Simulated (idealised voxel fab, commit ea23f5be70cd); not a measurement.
voxel transistor to metal: a process module
The cross-section shown here is cut; it is 190 nm wide and divided into square cells measuring 5 nm on a side.
Cross-section, as written here: a square-cell grid given band by band from the top down, where a band holds one or more rows of cells. What a band's entry tells you: where the top is and where the bottom is, as heights in nm, and after that what lies inside, material by material from left to right, each with its width in nm. Empty space is written as the word "air", and a single material marked with the word "full width" occupies the band from edge to edge. Convention: height 0 is the level below which the wafer, as received, is all one material. The lowest band does not terminate at the bottom but continues downward, represented as "from 0 down". Width spec "30->40" -> top row of cells at first value, bottom row at second value, equal per-row change in between. "no modification", as given for a step, is the statement that not any cell of the cross-section underwent a change during that step. The entry "Sealed voids" lists the empty spaces that cover at least 8 cells and have no open path to the top. Each is written as width x height at distance, where the distance is measured from the left edge and all three values are in nm. The remark found on a step's line after its settings is issued by the simulator itself and pertains to that step. overlay nm: step with mask; distance mask lay right of planned place; negative value = left of planned place.
# These are the steps we planned for the process
1 RECEIVE,material Si
2 OXIDIZE,depth nm 5
3 CONFORMAL_DEP,material SiN,thk nm 15
4 MASKED_ETCH,tone cover,mask id ACTIVE,width nm 95,etch materials SiN,depth nm 15,overlay nm 0
5 MASKED_ETCH,tone cover,mask id ACTIVE,width nm 95,etch materials SiO2,depth nm 5,overlay nm 0
6 MASKED_ETCH,tone cover,mask id ACTIVE,width nm 95,etch materials Si,depth nm 20,overlay nm 0
7 OXIDIZE,depth nm 5
8 FILL_DEP,material SiO2,thk nm 5
9 CMP,height nm 15
10 SELECTIVE_ETCH,etch materials SiO2,depth nm 15
11 STRIP,etch materials SiN
12 SELECTIVE_ETCH,etch materials SiO2,depth nm 5
13 OXIDIZE,depth nm 5
14 DIRECTIONAL_DEP,material polySi,thk nm 25
15 DIRECTIONAL_DEP,material SiCN,thk nm 15
16 PATTERN,tone cover,mask id GATE,material resist,width nm 15,thk nm 15,overlay nm 0
17 DIRECTIONAL_ETCH,etch materials SiCN,depth nm 25
18 DIRECTIONAL_ETCH,etch materials polySi,depth nm 35
19 STRIP,etch materials resist
20 CONFORMAL_DEP,material SiO2,thk nm 5
21 DIRECTIONAL_ETCH,etch materials SiO2,depth nm 5
22 CONFORMAL_DEP,material SiN,thk nm 5
23 DIRECTIONAL_ETCH,etch materials SiN,depth nm 5
24 DIRECTIONAL_ETCH,etch materials SiO2,depth nm 5
25 DIRECTIONAL_ETCH,etch materials Si,depth nm 15
26 EPI,material SiGe,thk nm 15
27 FILL_DEP,material SiO2,thk nm 5
28 CMP,height nm 35
29 DIRECTIONAL_DEP,material SiO2,thk nm 10
30 DIRECTIONAL_DEP,material aC,thk nm 15
31 PATTERN,tone open,mask id CONTACT,material resist,width nm 25,pitch nm 50,thk nm 35,overlay nm 0
32 DIRECTIONAL_ETCH,etch materials aC,depth nm 15
33 STRIP,etch materials resist
34 DIRECTIONAL_ETCH,etch materials SiO2,depth nm 55
35 STRIP,etch materials aC
36 CONFORMAL_DEP,material TiN,thk nm 5
37 FILL_DEP,material Ru,thk nm 5
38 CMP,height nm 45
39 CONFORMAL_DEP,material SiN,thk nm 5
40 DIRECTIONAL_DEP,material lowk,thk nm 20
41 PATTERN,tone open,mask id METAL_1,material resist,width nm 15,pitch nm 60,thk nm 15,overlay nm 0
42 DIRECTIONAL_ETCH,etch materials lowk,depth nm 20
43 DIRECTIONAL_ETCH,etch materials SiN,depth nm 5
44 STRIP,etch materials resist
45 CONFORMAL_DEP,material TiN,thk nm 5
46 FILL_DEP,material Cu,thk nm 10
47 CMP,height nm 70
48 CONFORMAL_DEP,material SiN,thk nm 5
Wafer-to-wafer difference: width nm, step 41. Common start. Plan = first wafer's value.
# Received wafers, first of several: cross-section after step 1
* from 0 down: Si full width
* Sealed voids: none
# Last step of the module is step 48; after it, the first of several wafers in cross-section
* from 75 to 70: SiN full width
* from 70 to 50: lowk: 55, TiN: 5, Cu: 5, TiN: 5, lowk: 45, TiN: 5, Cu: 5, TiN: 5, lowk: 60
* from 50 to 45: SiN: 55, TiN: 15, SiN: 45, TiN: 15, SiN: 60
* from 45 to 35: SiO2: 55, TiN: 5, Ru: 15->10, TiN: 5->10, SiO2: 25, TiN: 5->10, Ru: 15->10, TiN: 5, SiO2: 60
* from 35 to 20: SiO2: 55, TiN: 5, Ru: 10, TiN: 5, SiN: 5, SiO2: 5, SiCN: 15, SiO2: 5, SiN: 5, TiN: 5, Ru: 10, TiN: 5, SiO2: 60
* from 20 to 10: SiO2: 55, TiN: 5, Ru: 10, TiN: 5, SiN: 5, SiO2: 5, polySi: 15, SiO2: 5, SiN: 5, TiN: 5, Ru: 10, TiN: 5, SiO2: 60
* from 10 to 5: SiO2: 55, TiN: 20, SiN: 5, SiO2: 5, polySi: 15, SiO2: 5, SiN: 5, TiN: 20, SiO2: 60
* from 5 to -5: SiO2: 55, TiN: 5, SiGe: 15, SiN: 5, SiO2: 5, polySi: 15, SiO2: 5, SiN: 5, SiGe: 15, TiN: 5, SiO2: 60
* from -5 to -10: SiO2: 55, TiN: 5, SiGe: 15, SiO2: 35, SiGe: 15, TiN: 5, SiO2: 60
* from -10 to -25: SiO2: 50, SiGe: 25, Si: 35, SiGe: 25, SiO2: 55
* from -25 to -30: SiO2: 50, Si: 85, SiO2: 55
* from -30 down: Si full width
* Sealed voids: none
# End of module: cross-section, last of several wafers
* from 75 to 70: SiN full width
* from 70 to 50: lowk: 50, TiN: 5, Cu: 20, TiN: 5, lowk: 30, TiN: 5, Cu: 20, TiN: 5, lowk: 50
* from 50 to 45: SiN: 50, TiN: 30, SiN: 30, TiN: 30, SiN: 50
* from 45 to 35: SiO2: 55, TiN: 5, Ru: 15->10, TiN: 5->10, SiO2: 25, TiN: 5->10, Ru: 15->10, TiN: 5, SiO2: 60
* from 35 to 20: SiO2: 55, TiN: 5, Ru: 10, TiN: 5, SiN: 5, SiO2: 5, SiCN: 15, SiO2: 5, SiN: 5, TiN: 5, Ru: 10, TiN: 5, SiO2: 60
* from 20 to 10: SiO2: 55, TiN: 5, Ru: 10, TiN: 5, SiN: 5, SiO2: 5, polySi: 15, SiO2: 5, SiN: 5, TiN: 5, Ru: 10, TiN: 5, SiO2: 60
* from 10 to 5: SiO2: 55, TiN: 20, SiN: 5, SiO2: 5, polySi: 15, SiO2: 5, SiN: 5, TiN: 20, SiO2: 60
* from 5 to -5: SiO2: 55, TiN: 5, SiGe: 15, SiN: 5, SiO2: 5, polySi: 15, SiO2: 5, SiN: 5, SiGe: 15, TiN: 5, SiO2: 60
* from -5 to -10: SiO2: 55, TiN: 5, SiGe: 15, SiO2: 35, SiGe: 15, TiN: 5, SiO2: 60
* from -10 to -25: SiO2: 50, SiGe: 25, Si: 35, SiGe: 25, SiO2: 55
* from -25 to -30: SiO2: 50, Si: 85, SiO2: 55
* from -30 down: Si full width
* Sealed voids: none
# Tabulated below, wafer by wafer, are the end-of-module results: for each material, the number of cells gained (+) or lost (-) relative to the as-received state, followed by the closed voids
width nm 15; +8 Cu; +30 Ru; -190 Si; +9 SiCN; +48 SiGe; +86 SiN; +370 SiO2; +66 TiN; +128 lowk; +15 polySi; Sealed voids: none
width nm 20; +16 Cu; +30 Ru; -190 Si; +9 SiCN; +48 SiGe; +84 SiN; +370 SiO2; +68 TiN; +120 lowk; +15 polySi; Sealed voids: none
width nm 25; +24 Cu; +30 Ru; -190 Si; +9 SiCN; +48 SiGe; +82 SiN; +370 SiO2; +70 TiN; +112 lowk; +15 polySi; Sealed voids: none
width nm 30; +32 Cu; +30 Ru; -190 Si; +9 SiCN; +48 SiGe; +80 SiN; +370 SiO2; +72 TiN; +104 lowk; +15 polySi; Sealed voids: none
